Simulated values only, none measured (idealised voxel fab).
Process module under the name voxel wiring stack
Section cut is 200 nm wide and gridded with 5 nm square cells.
In this document a cross-section is written as a grid of square cells. It is given as a series of bands, listed from the top down, and a band is one or more rows of cells.
Band: top height; bottom height; in nm. Then, left to right: material with width in nm, for each material. "throughout": a single material spanning edge to edge. "air": empty space.
Note: height 0 marks the level under which the wafer is uniformly one material as received. Lowest band unbounded below, written "0 nm and below".
The notation "30->40" denotes a width that varies across the rows of cells in the band, beginning at the first number in the top row, finishing at the second number in the bottom row, and changing by an identical amount from each row to the next.
"stayed the same" means the step left every cell of the cross-section as it was.
Closed empty spaces (no open way to the top) of 8 cells or more are what "Sealed void inventory" lists, each as width x height at distance from the left edge, nm for all three.
Where a step's line continues beyond its settings, the continuation is a remark by the simulator itself on that step.
The line of a step may include "overlay nm". On a step with a mask, this value is how far to the right of its planned place the mask lay. A negative value means the mask lay to the left.
LISTED BELOW ARE THE PROCESS STEPS AS PLANNED
1: RECEIVE (material Si)
2: CONFORMAL_DEP (material SiO2; thk nm 10)
3: DIRECTIONAL_DEP (material TiN; thk nm 5)
4: DIRECTIONAL_DEP (material W; thk nm 25)
5: DIRECTIONAL_DEP (material aC; thk nm 15)
6: PATTERN (tone cover; mask id METAL_1; material resist; width nm 20; pitch nm 40; thk nm 35; overlay nm 0)
7: DIRECTIONAL_ETCH (etch materials aC; depth nm 15)
8: STRIP (etch materials resist)
9: DIRECTIONAL_ETCH (etch materials W; depth nm 25)
10: DIRECTIONAL_ETCH (etch materials TiN; depth nm 5)
11: STRIP (etch materials aC)
12: FILL_DEP (material lowk; thk nm 5)
13: CMP (height nm 40)
14: CONFORMAL_DEP (material SiCN; thk nm 5)
15: DIRECTIONAL_DEP (material lowk; thk nm 10)
16: DIRECTIONAL_DEP (material aC; thk nm 15)
17: PATTERN (tone open; mask id PLUG_1; material resist; width nm 15; pitch nm 40; thk nm 35; overlay nm 0)
18: DIRECTIONAL_ETCH (etch materials aC; depth nm 15)
19: STRIP (etch materials resist)
20: DIRECTIONAL_ETCH (etch materials lowk; depth nm 10)
21: DIRECTIONAL_ETCH (etch materials SiCN; depth nm 5)
22: STRIP (etch materials aC)
23: EPI (material Ru; thk nm 10)
24: EPI (material Ru; thk nm 5)
25: CONFORMAL_DEP (material SiN; thk nm 5)
26: DIRECTIONAL_DEP (material SiO2; thk nm 15)
27: MASKED_ETCH (tone open; mask id METAL_2; width nm 20; pitch nm 40; etch materials SiO2; depth nm 15; overlay nm 0)
28: MASKED_ETCH (tone open; mask id METAL_2; width nm 20; pitch nm 40; etch materials SiN; depth nm 5; overlay nm 0)
29: CONFORMAL_DEP (material TiN; thk nm 5)
30: FILL_DEP (material W; thk nm 5)
31: CMP (height nm 75)
32: EPI (material Ru; thk nm 5)
33: FILL_DEP (material SiCN; thk nm 5)
34: DIRECTIONAL_DEP (material SiO2; thk nm 15)
35: DIRECTIONAL_DEP (material aC; thk nm 10)
36: PATTERN (tone open; mask id PLUG_2; material resist; width nm 15; pitch nm 40; thk nm 25; overlay nm 0)
37: DIRECTIONAL_ETCH (etch materials aC; depth nm 10)
38: STRIP (etch materials resist)
39: DIRECTIONAL_ETCH (etch materials SiO2; depth nm 15)
40: DIRECTIONAL_ETCH (etch materials SiCN; depth nm 5)
41: STRIP (etch materials aC)
42: EPI (material Ru; thk nm 10)
43: EPI (material Ru; thk nm 10)
44: DIRECTIONAL_DEP (material TiN; thk nm 5)
45: DIRECTIONAL_DEP (material W; thk nm 15)
46: MASKED_ETCH (tone cover; mask id METAL_3; width nm 20; pitch nm 40; etch materials W; depth nm 15; overlay nm 0)
47: MASKED_ETCH (tone cover; mask id METAL_3; width nm 20; pitch nm 40; etch materials TiN; depth nm 5; overlay nm 0)
48: FILL_DEP (material SiO2; thk nm 10)
49: CMP (height nm 120)
50: CONFORMAL_DEP (material SiN; thk nm 5)
RECEIVED-STATE CROSS-SECTION, REFLECTING COMPLETION OF STEP 1
	0 nm and below = Si throughout
	Sealed void inventory: none
CROSS-SECTION, FIRST OF TWO WAFERS, END OF MODULE, RUN AS PLANNED
	125 nm to 120 nm = SiN throughout
	120 nm to 105 nm = 50 of SiO2, 20 of W, 20 of SiO2, 20 of W, 20 of SiO2, 20 of W, 50 of SiO2
	105 nm to 100 nm = 50 of SiO2, 20 of TiN, 20 of SiO2, 20 of TiN, 20 of SiO2, 20 of TiN, 50 of SiO2
	100 nm to 85 nm = 50 of SiO2, 15 of Ru, 25 of SiO2, 15 of Ru, 25 of SiO2, 15 of Ru, 55 of SiO2
	85 nm to 75 nm = 50->45 of SiCN, 15->30 of Ru, 25->10 of SiCN, 15->30 of Ru, 25->10 of SiCN, 15->30 of Ru, 55->45 of SiCN
	75 nm to 60 nm = 50 of SiO2, 5 of TiN, 10 of W, 5 of TiN, 20 of SiO2, 5 of TiN, 10 of W, 5 of TiN, 20 of SiO2, 5 of TiN, 10 of W, 5 of TiN, 50 of SiO2
	60 nm to 55 nm = 50 of SiN, 20 of TiN, 20 of SiN, 20 of TiN, 20 of SiN, 20 of TiN, 50 of SiN
	55 nm to 45 nm = 50 of lowk, 15 of Ru, 25 of lowk, 15 of Ru, 25 of lowk, 15 of Ru, 55 of lowk
	45 nm to 40 nm = 50 of SiCN, 15 of Ru, 25 of SiCN, 15 of Ru, 25 of SiCN, 15 of Ru, 55 of SiCN
	40 nm to 15 nm = 50 of lowk, 20 of W, 20 of lowk, 20 of W, 20 of lowk, 20 of W, 50 of lowk
	15 nm to 10 nm = 50 of lowk, 20 of TiN, 20 of lowk, 20 of TiN, 20 of lowk, 20 of TiN, 50 of lowk
	10 nm to 0 nm = SiO2 throughout
	0 nm and below = Si throughout
	Sealed void inventory: none
PRESENTED HERE IS A CROSS-SECTION OF THE SECOND OF THE TWO WAFERS AS IT STOOD AT THE END OF THE MODULE. IT WAS STARTED IN THE SAME MANNER AND ASSIGNED THE SAME PLAN AS THE FIRST WAFER; HOWEVER, ONE MISTAKE WAS MADE IN ITS EXECUTION
	125 nm to 120 nm = SiN throughout
	120 nm to 105 nm = 50 of SiO2, 20 of W, 20 of SiO2, 20 of W, 20 of SiO2, 20 of W, 50 of SiO2
	105 nm to 100 nm = 50 of SiO2, 20 of TiN, 20 of SiO2, 20 of TiN, 20 of SiO2, 20 of TiN, 50 of SiO2
	100 nm to 85 nm = 25 of SiO2, 25 of Ru, 15 of SiO2, 25 of Ru, 15 of SiO2, 25 of Ru, 15 of SiO2, 30 of Ru, 25 of SiO2
	85 nm to 80 nm = 25 of SiO2, 25 of Ru, 15 of SiCN, 25 of Ru, 15 of SiCN, 25 of Ru, 15 of SiCN, 30 of Ru, 25 of SiO2
	80 nm to 75 nm = 45 of SiCN, 30 of Ru, 10 of SiCN, 30 of Ru, 10 of SiCN, 30 of Ru, 45 of SiCN
	75 nm to 60 nm = 50 of SiO2, 5 of TiN, 10 of W, 5 of TiN, 20 of SiO2, 5 of TiN, 10 of W, 5 of TiN, 20 of SiO2, 5 of TiN, 10 of W, 5 of TiN, 50 of SiO2
	60 nm to 55 nm = 50 of SiN, 20 of TiN, 20 of SiN, 20 of TiN, 20 of SiN, 20 of TiN, 50 of SiN
	55 nm to 45 nm = 50 of lowk, 15 of Ru, 25 of lowk, 15 of Ru, 25 of lowk, 15 of Ru, 55 of lowk
	45 nm to 40 nm = 50 of SiCN, 15 of Ru, 25 of SiCN, 15 of Ru, 25 of SiCN, 15 of Ru, 55 of SiCN
	40 nm to 15 nm = 50 of lowk, 20 of W, 20 of lowk, 20 of W, 20 of lowk, 20 of W, 50 of lowk
	15 nm to 10 nm = 50 of lowk, 20 of TiN, 20 of lowk, 20 of TiN, 20 of lowk, 20 of TiN, 50 of lowk
	10 nm to 0 nm = SiO2 throughout
	0 nm and below = Si throughout
	Sealed void inventory: none
Finding, execution versus plan: step 36 deviated from plan and actually ran as PATTERN (tone cover; mask id PLUG_2; material resist; width nm 15; pitch nm 40; thk nm 25; overlay nm 0)
Looking at both finished wafers in cells, the second ends up ahead of or behind the first on some materials: Ru +48, SiCN -22, SiO2 -26
